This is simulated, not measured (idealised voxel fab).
The following is a process module called voxel self aligned contacts.
cross-section cut | 200 nm wide | cells 5 nm
Reading order for cross-sections: top band down to bottom band. Underlying form: a grid of square cells. Band size: one or more rows of cells. Per band: top height and bottom height in nm, followed by the left-to-right materials and their widths in nm; "full width" marks a single material spanning edge to edge, "blank" marks empty space. Ref level 0: as-received wafer is one material below here. Bottom band extends down with no lower bound ("z 0 and below"). A width such as "30->40" changes by the same amount from each row of cells to the next, from the band's top row to its bottom row. "nothing different" (step): cross-section cells unchanged, all of them. For the entry "Trapped cavities", the listed items are empty spaces with no open way to the top whose size is 8 cells or more; each item follows the pattern width x height at distance, where distance is from the left edge and all three are in nm. Where a step's line continues beyond its settings, the continuation is a remark by the simulator itself on that step. "overlay nm" denotes, for a step that has a mask, the displacement of the mask to the right of its planned place, with negative values corresponding to the left.

STEPS IN THE PROCESS PLAN
1) RECEIVE with material Si
2) CONFORMAL_DEP with material SiO2, thk nm 5
3) DIRECTIONAL_DEP with material polySi, thk nm 25
4) DIRECTIONAL_DEP with material SiN, thk nm 20
5) DIRECTIONAL_DEP with material aC, thk nm 15
6) PATTERN with tone cover, mask id GATE, material resist, width nm 35, pitch nm 70, thk nm 35, overlay nm 0
7) DIRECTIONAL_ETCH with etch materials aC, depth nm 15
8) STRIP with etch materials resist
9) DIRECTIONAL_ETCH with etch materials SiN, depth nm 20
10) DIRECTIONAL_ETCH with etch materials polySi, depth nm 25
11) STRIP with etch materials aC
12) CONFORMAL_DEP with material SiN, thk nm 10
13) DIRECTIONAL_ETCH with etch materials SiN, depth nm 10
14) FILL_DEP with material SiO2, thk nm 10
15) CMP with height nm 55
16) PATTERN with tone open, mask id CONTACT, material resist, width nm 55, thk nm 15, overlay nm 0
17) DIRECTIONAL_ETCH with etch materials SiO2, depth nm 55
18) STRIP with etch materials resist
19) CONFORMAL_DEP with material TiN, thk nm 5
20) FILL_DEP with material W, thk nm 5
21) CMP with height nm 55
22) CONFORMAL_DEP with material SiN, thk nm 5

INCOMING WAFER IN CROSS-SECTION (STATE: AFTER STEP 1)
> z 0 and below: Si full width
> Trapped cavities: none

MODULE COMPLETE, CROSS-SECTION. STARTING POINT AND PLAN PER ABOVE. ONE MISTAKE MADE IN RUNNING THE MODULE
> z 60 to 55: SiN full width
> z 55 to 50: 70 nm SiO2, then 25 nm TiN, then 5 nm W, then 25 nm TiN, then 75 nm SiO2
> z 50 to 30: 35 nm SiO2, then 55 nm SiN, then 5 nm TiN, then 5 nm W, then 5 nm TiN, then 55 nm SiN, then 40 nm SiO2
> z 30 to 25: 90 nm SiO2, then 15 nm TiN, then 95 nm SiO2
> z 25 to 0: polySi full width
> z 0 and below: Si full width
> Trapped cavities: none
Which mistake was made when the wafer was run? steps 2 and 3 got flipped, so each one ran where the other should have
